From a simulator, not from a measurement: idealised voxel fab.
Process module, titled voxel transistor to metal
The figure presents cross-section cut, which has a width of 175 nm and is divided into square cells with an edge length of 5 nm.
Throughout this document, each cross-section is represented as a grid of square cells and is presented as a sequence of bands enumerated from the top downward, where a band comprises one or more rows of cells.
It is stipulated that each band's entry specify, in nanometres, the height of the top of the band and then that of its bottom, followed by the materials of the band in left-to-right sequence, each together with its width in nanometres. A single material marked by the word "edge to edge" is understood to fill the band from edge to edge; the word "blank" is understood to denote empty space.
Heights are measured from 0, the level below which the as-received wafer is all one material; the lowest band has no bottom and continues downward, written as in "from 0 down".
The notation "30->40" denotes a width that varies across the rows of cells in the band, beginning at the first number in the top row, finishing at the second number in the bottom row, and changing by an identical amount from each row to the next.
Any step labelled "identical to before" changed none of the cells in the cross-section.
The entry "Unvented internal voids" lists the empty spaces that cover at least 8 cells and have no open path to the top. Each is written as width x height at distance, where the distance is measured from the left edge and all three values are in nm.
Past the settings on a step's line: simulator remark, on that step.
overlay nm: for a step with a mask, the amount by which the mask lay right of where it was planned; a negative amount means left of it.

THESE ARE THE STEPS WE PLANNED FOR THE PROCESS
1: RECEIVE (material Si)
2: OXIDIZE (depth nm 5)
3: CONFORMAL_DEP (material SiN; thk nm 15)
4: MASKED_ETCH (tone cover; mask id ACTIVE; width nm 105; etch materials SiN; depth nm 15; overlay nm 0)
5: MASKED_ETCH (tone cover; mask id ACTIVE; width nm 105; etch materials SiO2; depth nm 5; overlay nm 0)
6: MASKED_ETCH (tone cover; mask id ACTIVE; width nm 105; etch materials Si; depth nm 25; overlay nm 0)
7: OXIDIZE (depth nm 5)
8: FILL_DEP (material SiO2; thk nm 5)
9: CMP (height nm 15)
10: SELECTIVE_ETCH (etch materials SiO2; depth nm 15)
11: STRIP (etch materials SiN)
12: SELECTIVE_ETCH (etch materials SiO2; depth nm 5)
13: OXIDIZE (depth nm 5)
14: DIRECTIONAL_DEP (material polySi; thk nm 20)
15: DIRECTIONAL_DEP (material SiCN; thk nm 10)
16: DIRECTIONAL_DEP (material aC; thk nm 15)
17: PATTERN (tone cover; mask id GATE; material resist; width nm 35; thk nm 35; overlay nm 0)
18: DIRECTIONAL_ETCH (etch materials aC; depth nm 15)
19: STRIP (etch materials resist)
20: DIRECTIONAL_ETCH (etch materials SiCN; depth nm 20)
21: DIRECTIONAL_ETCH (etch materials polySi; depth nm 30)
22: STRIP (etch materials aC)
23: CONFORMAL_DEP (material SiN; thk nm 5)
24: DIRECTIONAL_ETCH (etch materials SiN; depth nm 5)
25: DIRECTIONAL_ETCH (etch materials SiO2; depth nm 5)
26: DIRECTIONAL_ETCH (etch materials Si; depth nm 10)
27: EPI (material SiGe; thk nm 15)
28: FILL_DEP (material SiO2; thk nm 5)
29: CMP (height nm 15)
30: STRIP (etch materials polySi)
31: SELECTIVE_ETCH (etch materials SiO2; depth nm 5)
32: CONFORMAL_DEP (material HfO2; thk nm 5)
33: CONFORMAL_DEP (material TiN; thk nm 5)
34: FILL_DEP (material W; thk nm 5)
35: CMP (height nm 10)
36: DIRECTIONAL_DEP (material SiO2; thk nm 15)
37: MASKED_ETCH (tone open; mask id CONTACT; width nm 15; pitch nm 80; etch materials SiO2; depth nm 30; overlay nm 0)
38: CONFORMAL_DEP (material TiN; thk nm 5)
39: FILL_DEP (material W; thk nm 5)
40: CMP (height nm 25)
41: DIRECTIONAL_DEP (material TiN; thk nm 5)
42: DIRECTIONAL_DEP (material W; thk nm 15)
43: MASKED_ETCH (tone cover; mask id METAL_1; width nm 15; pitch nm 80; etch materials W; depth nm 15; overlay nm 0)
44: MASKED_ETCH (tone cover; mask id METAL_1; width nm 15; pitch nm 80; etch materials TiN; depth nm 5; overlay nm 0)
45: CONFORMAL_DEP (material SiCN; thk nm 5)
46: FILL_DEP (material lowk; thk nm 5)
47: CMP (height nm 45)
48: CONFORMAL_DEP (material SiCN; thk nm 5)
49: DIRECTIONAL_DEP (material SiO2; thk nm 30)
50: PATTERN (tone open; mask id METAL_2; material resist; width nm 15; pitch nm 80; thk nm 15; overlay nm 0)
51: DIRECTIONAL_ETCH (etch materials SiO2; depth nm 15)
52: STRIP (etch materials resist)
53: DIRECTIONAL_DEP (material aC; thk nm 10)
54: PATTERN (tone open; mask id METAL_2_HOLES; material resist; width nm 15; pitch nm 80; thk nm 30; overlay nm 0)
55: DIRECTIONAL_ETCH (etch materials aC; depth nm 10)
56: STRIP (etch materials resist)
57: DIRECTIONAL_ETCH (etch materials SiO2; depth nm 15)
58: DIRECTIONAL_ETCH (etch materials SiCN; depth nm 5)
59: STRIP (etch materials aC)
60: CONFORMAL_DEP (material TiN; thk nm 5)
61: FILL_DEP (material Cu; thk nm 10)
62: CMP (height nm 80)
63: CONFORMAL_DEP (material SiCN; thk nm 5)

INCOMING WAFER, CROSS-SECTIONAL VIEW, POST STEP 1
	from 0 down = Si edge to edge
	Unvented internal voids: none

END STATE OF THE MODULE IN CROSS-SECTION, GIVEN THE ABOVE STARTING POINT AND PLAN AND ONE MISTAKE IN EXECUTION
	from 85 to 80 = SiCN edge to edge
	from 80 to 50 = SiO2 (40) | TiN (5) | Cu (5) | TiN (5) | SiO2 (65) | TiN (5) | Cu (5) | TiN (5) | SiO2 (40)
	from 50 to 45 = SiCN (40) | TiN (15) | SiCN (65) | TiN (15) | SiCN (40)
	from 45 to 30 = lowk (35) | SiCN (5) | W (15) | SiCN (5) | lowk (55) | SiCN (5) | W (15) | SiCN (5) | lowk (35)
	from 30 to 25 = SiCN (40) | TiN (15) | SiCN (65) | TiN (15) | SiCN (40)
	from 25 to 15 = W (35) | TiN (5) | SiO2 (15) | TiN (5) | W (55) | TiN (5) | SiO2 (15) | TiN (5) | W (35)
	from 15 to 10 = W (35) | TiN (5) | SiO2 (15) | TiN (65) | SiO2 (15) | TiN (5) | W (35)
	from 10 to 5 = W (35) | TiN (5) | SiO2 (15) | TiN (10) | SiN (5) | HfO2 (5) | TiN (5) | W (15) | TiN (5) | HfO2 (5) | SiN (5) | TiN (10) | SiO2 (15) | TiN (5) | W (35)
	from 5 to 0 = W (35) | TiN (5) | SiO2 (10) | SiGe (15) | SiN (5) | HfO2 (5) | TiN (5) | W (15) | TiN (5) | HfO2 (5) | SiN (5) | SiGe (15) | SiO2 (10) | TiN (5) | W (35)
	from 0 to -5 = TiN (40) | SiO2 (10) | SiGe (15) | SiN (5) | HfO2 (5) | TiN (25) | HfO2 (5) | SiN (5) | SiGe (15) | SiO2 (10) | TiN (40)
	from -5 to -10 = SiO2 (35) | SiGe (30) | HfO2 (45) | SiGe (30) | SiO2 (35)
	from -10 to -20 = SiO2 (40) | SiGe (25) | Si (45) | SiGe (25) | SiO2 (40)
	from -20 to -35 = SiO2 (40) | Si (95) | SiO2 (40)
	from -35 down = Si edge to edge
	Unvented internal voids: none
The plan and the run diverged here: note that step 37 departed from the planned setting and was carried out as MASKED_ETCH (tone cover; mask id CONTACT; width nm 15; pitch nm 80; etch materials SiO2; depth nm 30; overlay nm 0)
